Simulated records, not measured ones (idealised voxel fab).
Process module name: voxel capacitor over wiring
Section cut is 270 nm wide and gridded with 5 nm square cells.
Cross-section = grid of square cells, listed top down in bands; band = one or more rows. Band entry format. Leading values: height of top, height of bottom, nm. Remainder: materials in left-to-right order, each with its width in nm. Special words: "full width" on a single material, which then fills the band edge to edge; "blank", empty space. Ref level 0: as-received wafer is one material below here. Bottom band extends down with no lower bound ("0 -> down"). The width entry "30..40" should be interpreted row by row: the top row of cells in the band takes the first number, the bottom row takes the second number, and the change between adjacent rows is uniform throughout. Step marked "left unchanged"? Then no cell in the cross-section changed in it. "Closed void catalog": empty spaces of 8 cells or more with no open way to the top, each given as width x height at distance, distance from the left edge, all in nm. Formally, on a step line, whatever follows the settings is a remark that the simulator itself makes on the step. Steps that use a mask can have "overlay nm" on their line. It says how far the mask sat to the right of where it was meant to be. Negative means to the left.
### Set out below are the planned steps of the process
1. op RECEIVE | material Si
2. op CONFORMAL_DEP | material SiO2 | thk nm 15
3. op DIRECTIONAL_DEP | material TiN | thk nm 5
4. op DIRECTIONAL_DEP | material Ru | thk nm 25
5. op PATTERN | tone cover | mask id METAL_1 | material resist | width nm 20 | pitch nm 75 | thk nm 15 | overlay nm 0
6. op DIRECTIONAL_ETCH | etch materials Ru | depth nm 25
7. op DIRECTIONAL_ETCH | etch materials TiN | depth nm 5
8. op STRIP | etch materials resist
9. op CONFORMAL_DEP | material SiN | thk nm 5
10. op FILL_DEP | material lowk | thk nm 10
11. op CMP | height nm 45
12. op CONFORMAL_DEP | material SiCN | thk nm 5
13. op DIRECTIONAL_DEP | material lowk | thk nm 10
14. op DIRECTIONAL_DEP | material aC | thk nm 10
15. op PATTERN | tone open | mask id PLUG_1 | material resist | width nm 15 | thk nm 25 | overlay nm 0
16. op DIRECTIONAL_ETCH | etch materials aC | depth nm 10
17. op STRIP | etch materials resist
18. op DIRECTIONAL_ETCH | etch materials lowk | depth nm 10
19. op DIRECTIONAL_ETCH | etch materials SiCN | depth nm 5
20. op STRIP | etch materials aC
21. op CONFORMAL_DEP | material TiN | thk nm 5
22. op FILL_DEP | material Ru | thk nm 10
23. op CMP | height nm 60
24. op DIRECTIONAL_DEP | material TiN | thk nm 10
25. op DIRECTIONAL_DEP | material SiN | thk nm 5
26. op DIRECTIONAL_DEP | material TiN | thk nm 10
27. op PATTERN | tone cover | mask id UPPER_PLATE | material resist | width nm 60 | thk nm 20 | overlay nm 0
28. op DIRECTIONAL_ETCH | etch materials TiN | depth nm 10
29. op DIRECTIONAL_ETCH | etch materials SiN | depth nm 5
30. op STRIP | etch materials resist
31. op MASKED_ETCH | tone cover | mask id LOWER_PLATE | width nm 70 | etch materials TiN | depth nm 10 | overlay nm 0
32. op FILL_DEP | material SiO2 | thk nm 20
33. op CMP | height nm 100
34. op DIRECTIONAL_DEP | material aC | thk nm 10
35. op PATTERN | tone open | mask id PLUG_2 | material resist | width nm 15 | thk nm 25 | overlay nm 0
36. op DIRECTIONAL_ETCH | etch materials aC | depth nm 10
37. op STRIP | etch materials resist
38. op DIRECTIONAL_ETCH | etch materials SiO2 | depth nm 15
39. op STRIP | etch materials aC
40. op CONFORMAL_DEP | material TiN | thk nm 5
41. op FILL_DEP | material Ru | thk nm 10
42. op CMP | height nm 100
43. op CONFORMAL_DEP | material SiN | thk nm 5
### The cross-section here shows the wafer as received, i.e. in its state after step 1
0 -> down = Si full width
Closed void catalog: none
### first wafer at the end, as planned
105 -> 100 = SiN full width
100 -> 90 = 100 SiO2  5 TiN  5 Ru  5 TiN  155 SiO2
90 -> 85 = 100 SiO2  15 TiN  155 SiO2
85 -> 75 = 90 SiO2  60 TiN  120 SiO2
75 -> 70 = 90 SiO2  60 SiN  120 SiO2
70 -> 60 = 85 SiO2  70 TiN  115 SiO2
60 -> 50 = 90 lowk  5 TiN  5 Ru  5 TiN  165 lowk
50 -> 45 = 90 SiCN  15 TiN  165 SiCN
45 -> 20 = 80 lowk  5 SiN  20 Ru  5 SiN  45 lowk  5 SiN  20 Ru  5 SiN  85 lowk
20 -> 15 = 85 SiN  20 TiN  55 SiN  20 TiN  90 SiN
15 -> 0 = SiO2 full width
0 -> down = Si full width
Closed void catalog: none
### This is the second of the two wafers, cross-sectioned at the end of the module; it started exactly like the first and was given the same plan, but it was run with one mistake
105 -> 100 = SiN full width
100 -> 90 = 100 SiO2  5 TiN  5 Ru  5 TiN  155 SiO2
90 -> 85 = 100 SiO2  15 TiN  155 SiO2
85 -> 75 = 90 SiO2  60 TiN  120 SiO2
75 -> 70 = 90 SiO2  60 SiN  120 SiO2
70 -> 60 = 85 SiO2  70 TiN  115 SiO2
60 -> 50 = 85 lowk  5 TiN  15 Ru  5 TiN  160 lowk
50 -> 45 = 85 SiCN  25 TiN  160 SiCN
45 -> 20 = 80 lowk  5 SiN  20 Ru  5 SiN  45 lowk  5 SiN  20 Ru  5 SiN  85 lowk
20 -> 15 = 85 SiN  20 TiN  55 SiN  20 TiN  90 SiN
15 -> 0 = SiO2 full width
0 -> down = Si full width
Closed void catalog: none
Where did the run depart from the plan? step 15 did not happen as planned, as run it was op PATTERN | tone open | mask id PLUG_1 | material resist | width nm 25 | thk nm 25 | overlay nm 0
Final wafer comparison in cells, second versus first, more or fewer per material: Ru +4; SiCN -2; TiN +2; lowk -4
